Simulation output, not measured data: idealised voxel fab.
Process module in this document: voxel self aligned contacts
This is section cut - it's 260 nm across, gridded in 5 nm square cells.
Heads up, the way a cross-section reads in here is a grid of square cells, handed over as bands from the top down, with every band being one or more rows of cells.
Read a band's entry like this: the first values are the height of its top and the height of its bottom in nm, and what follows is the sequence of materials from left to right, each with its width in nm. Note that "air" is empty space, and that a single material marked "all across" reaches across the band from edge to edge.
Height is counted from the level 0, under which the received wafer is composed throughout of one material. The lowest of the bands is not closed at the bottom but continues downward, in the notation "top 0, no bottom".
A width such as "30->40" changes by the same amount from each row of cells to the next, from the band's top row to its bottom row.
"remains unaltered" -> step changed no cross-section cell.
"Trapped voids" enumerates empty spaces isolated from the top, with no open way to it, that contain at least 8 cells, giving each as width x height at distance from the left edge, all three in nm.
Step line, after settings: the simulator's comment on this step.
The "overlay nm" setting may appear on a step's line; for a step that uses a mask, it gives how far to the right of its planned position the mask lay, and a negative value indicates the left.
### Steps planned for the process
1. RECEIVE | material Si
2. CONFORMAL_DEP | material SiO2 | thk nm 5
3. DIRECTIONAL_DEP | material polySi | thk nm 30
4. DIRECTIONAL_DEP | material SiN | thk nm 20
5. DIRECTIONAL_DEP | material aC | thk nm 15
6. PATTERN | tone cover | mask id GATE | material resist | width nm 25 | pitch nm 55 | thk nm 35 | overlay nm 0
7. DIRECTIONAL_ETCH | etch materials aC | depth nm 15
8. STRIP | etch materials resist
9. DIRECTIONAL_ETCH | etch materials SiN | depth nm 20
10. DIRECTIONAL_ETCH | etch materials polySi | depth nm 30
11. STRIP | etch materials aC
12. CONFORMAL_DEP | material SiN | thk nm 5
13. DIRECTIONAL_ETCH | etch materials SiN | depth nm 5
14. FILL_DEP | material SiO2 | thk nm 20
15. CMP | height nm 65
16. DIRECTIONAL_DEP | material aC | thk nm 10
17. PATTERN | tone open | mask id CONTACT | material resist | width nm 40 | thk nm 25 | overlay nm 0
18. DIRECTIONAL_ETCH | etch materials aC | depth nm 10
19. STRIP | etch materials resist
20. DIRECTIONAL_ETCH | etch materials SiO2 | depth nm 65
21. STRIP | etch materials aC
22. CONFORMAL_DEP | material TiN | thk nm 5
23. FILL_DEP | material W | thk nm 5
24. CMP | height nm 65
25. CONFORMAL_DEP | material SiCN | thk nm 5
### Here's what the wafer looked like in cross-section when it arrived - that's after step 1
  top 0, no bottom  Si all across
  Trapped voids: none
### Module complete - cross-section of the first of two wafers, run according to plan
  top 70, bottom 65  SiCN all across
  top 65, bottom 55  SiO2: 110 / TiN: 5->15 / W: 30->10 / TiN: 5->15 / SiO2: 110
  top 55, bottom 35  SiO2: 85 / SiN: 35 / TiN: 5 / W: 10 / TiN: 5 / SiN: 35 / SiO2: 85
  top 35, bottom 5  SiO2: 85 / SiN: 5 / polySi: 25 / SiN: 5 / TiN: 5 / W: 10 / TiN: 5 / SiN: 5 / polySi: 25 / SiN: 5 / SiO2: 85
  top 5, bottom 0  SiO2: 120 / TiN: 20 / SiO2: 120
  top 0, no bottom  Si all across
  Trapped voids: none
### So this is wafer number two of the two, cut at the end of the module - it started where the first did and had the same plan, we just got one thing wrong running it
  top 70, bottom 65  SiCN all across
  top 65, bottom 55  SiO2: 110 / TiN: 5->15 / W: 30->10 / TiN: 5->15 / SiO2: 110
  top 55, bottom 35  SiO2: 85 / SiN: 35 / TiN: 5 / W: 10 / TiN: 5 / SiN: 35 / SiO2: 85
  top 35, bottom 30  SiO2: 120 / TiN: 20 / SiO2: 120
  top 30, bottom 0  polySi all across
  top 0, no bottom  Si all across
  Trapped voids: none
Nonconformance to the process plan: steps 2 and 3 traded places in the executed sequence
Final wafer comparison in cells, second versus first, more or fewer per material: SiN: 24 fewer | SiO2: 204 fewer | TiN: 12 fewer | W: 12 fewer | polySi: 252 more
